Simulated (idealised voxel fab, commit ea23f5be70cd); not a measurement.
The following process module bears the name voxel wiring stack.
This is section cut - it's 290 nm across, gridded in 5 nm square cells.
Cross-sections here: square-cell grids, written as top-down lists of bands, a band being one or more rows of cells. In this notation a band is specified by the heights of its top and bottom, in that order and in nm, after which its materials appear from left to right, each paired with its width in nm. The word "throughout" attached to a single material means that material fills the band from edge to edge; the word "empty" stands for empty space. The level at which height equals 0 is the one under which the wafer, as it arrives, is entirely one material. No lower edge exists for the bottom band, which continues downward and is notated as in "from 0 down". The notation "30..40" denotes a width that varies across the rows of cells in the band, beginning at the first number in the top row, finishing at the second number in the bottom row, and changing by an identical amount from each row to the next. Where a step carries "no change occurred", the cross-section came out of it unchanged, cell for cell. "Fully closed voids": empty spaces of 8 cells or more with no open way to the top, each given as width x height at distance, distance from the left edge, all in nm. It should be noted that, on the line of a given step, the content following the step's settings is a remark produced by the simulator itself with respect to that step. Steps that use a mask can have "overlay nm" on their line. It says how far the mask sat to the right of where it was meant to be. Negative means to the left.
**This section lists the process steps that were planned**
- 1: RECEIVE | material Si
- 2: CONFORMAL_DEP | material SiO2 | thk nm 10
- 3: CONFORMAL_DEP | material SiCN | thk nm 5
- 4: DIRECTIONAL_DEP | material SiO2 | thk nm 25
- 5: MASKED_ETCH | tone open | mask id METAL_1 | width nm 20 | pitch nm 45 | etch materials SiO2 | depth nm 25 | overlay nm 0
- 6: MASKED_ETCH | tone open | mask id METAL_1 | width nm 20 | pitch nm 45 | etch materials SiCN | depth nm 5 | overlay nm 0
- 7: CONFORMAL_DEP | material TiN | thk nm 5
- 8: FILL_DEP | material Cu | thk nm 5
- 9: CMP | height nm 40
- 10: CONFORMAL_DEP | material SiCN | thk nm 5
- 11: DIRECTIONAL_DEP | material SiO2 | thk nm 30
- 12: MASKED_ETCH | tone open | mask id METAL_2 | width nm 20 | pitch nm 45 | etch materials SiO2 | depth nm 15 | overlay nm 0
- 13: PATTERN | tone open | mask id METAL_2_HOLES | material resist | width nm 15 | thk nm 15 | overlay nm 0
- 14: DIRECTIONAL_ETCH | etch materials SiO2 | depth nm 15
- 15: DIRECTIONAL_ETCH | etch materials SiCN | depth nm 5
- 16: STRIP | etch materials resist
- 17: CONFORMAL_DEP | material TiN | thk nm 5
- 18: FILL_DEP | material Cu | thk nm 5
- 19: CMP | height nm 75
- 20: CONFORMAL_DEP | material SiCN | thk nm 5
- 21: DIRECTIONAL_DEP | material lowk | thk nm 30
- 22: PATTERN | tone open | mask id METAL_3_HOLES | material resist | width nm 15 | pitch nm 45 | thk nm 20 | overlay nm 0
- 23: DIRECTIONAL_ETCH | etch materials lowk | depth nm 30
- 24: STRIP | etch materials resist
- 25: MASKED_ETCH | tone open | mask id METAL_3 | width nm 20 | pitch nm 45 | etch materials lowk | depth nm 15 | overlay nm 0
- 26: MASKED_ETCH | tone open | mask id METAL_3 | width nm 20 | pitch nm 45 | etch materials SiCN | depth nm 5 | overlay nm 0
- 27: CONFORMAL_DEP | material TiN | thk nm 5
- 28: FILL_DEP | material Ru | thk nm 5
- 29: CMP | height nm 110
- 30: CONFORMAL_DEP | material SiCN | thk nm 5
- 31: DIRECTIONAL_DEP | material lowk | thk nm 35
- 32: DIRECTIONAL_DEP | material aC | thk nm 10
- 33: PATTERN | tone open | mask id METAL_4_HOLES | material resist | width nm 15 | thk nm 25 | overlay nm 0
- 34: DIRECTIONAL_ETCH | etch materials aC | depth nm 10
- 35: STRIP | etch materials resist
- 36: DIRECTIONAL_ETCH | etch materials lowk | depth nm 35
- 37: STRIP | etch materials aC
- 38: PATTERN | tone open | mask id METAL_4 | material resist | width nm 20 | pitch nm 45 | thk nm 15 | overlay nm 0
- 39: DIRECTIONAL_ETCH | etch materials lowk | depth nm 20
- 40: DIRECTIONAL_ETCH | etch materials SiCN | depth nm 5
- 41: STRIP | etch materials resist
- 42: CONFORMAL_DEP | material TiN | thk nm 5
- 43: FILL_DEP | material Cu | thk nm 10
- 44: CMP | height nm 150
- 45: CONFORMAL_DEP | material SiN | thk nm 5
**Step 1 complete: cross-section of the wafer as received**
* from 0 down | Si throughout
* Fully closed voids: none
**Post-module cross-section: identical start and plan to those above, one misstep in execution**
* from 155 to 150 | SiN throughout
* from 150 to 135 | lowk=110 / TiN=5 / Cu=10 / TiN=5 / lowk=25 / TiN=5 / Cu=10 / TiN=5 / lowk=115
* from 135 to 130 | lowk=110 / TiN=5 / Cu=5 / TiN=10 / lowk=25 / TiN=20 / lowk=115
* from 130 to 115 | lowk=110 / TiN=5 / Cu=5 / TiN=5 / lowk=165
* from 115 to 110 | SiCN=110 / TiN=15 / SiCN=165
* from 110 to 105 | SiCN=110 / TiN=20 / SiCN=25 / TiN=20 / SiCN=115
* from 105 to 75 | lowk throughout
* from 75 to 65 | SiO2=110 / TiN=5 / Cu=10 / TiN=5 / SiO2=25 / TiN=5 / Cu=10 / TiN=5 / SiO2=115
* from 65 to 60 | SiO2=110 / TiN=5 / Cu=5 / TiN=10 / SiO2=25 / TiN=20 / SiO2=115
* from 60 to 45 | SiO2=110 / TiN=5 / Cu=5 / TiN=5 / SiO2=165
* from 45 to 40 | SiCN=110 / TiN=15 / SiCN=165
* from 40 to 15 | SiO2=110 / TiN=5 / Cu=10 / TiN=5 / SiO2=25 / TiN=5 / Cu=10 / TiN=5 / SiO2=115
* from 15 to 10 | SiCN=110 / TiN=20 / SiCN=25 / TiN=20 / SiCN=115
* from 10 to 0 | SiO2 throughout
* from 0 down | Si throughout
* Fully closed voids: none
Run error: transposition of steps 20 and 21 relative to the planned sequence
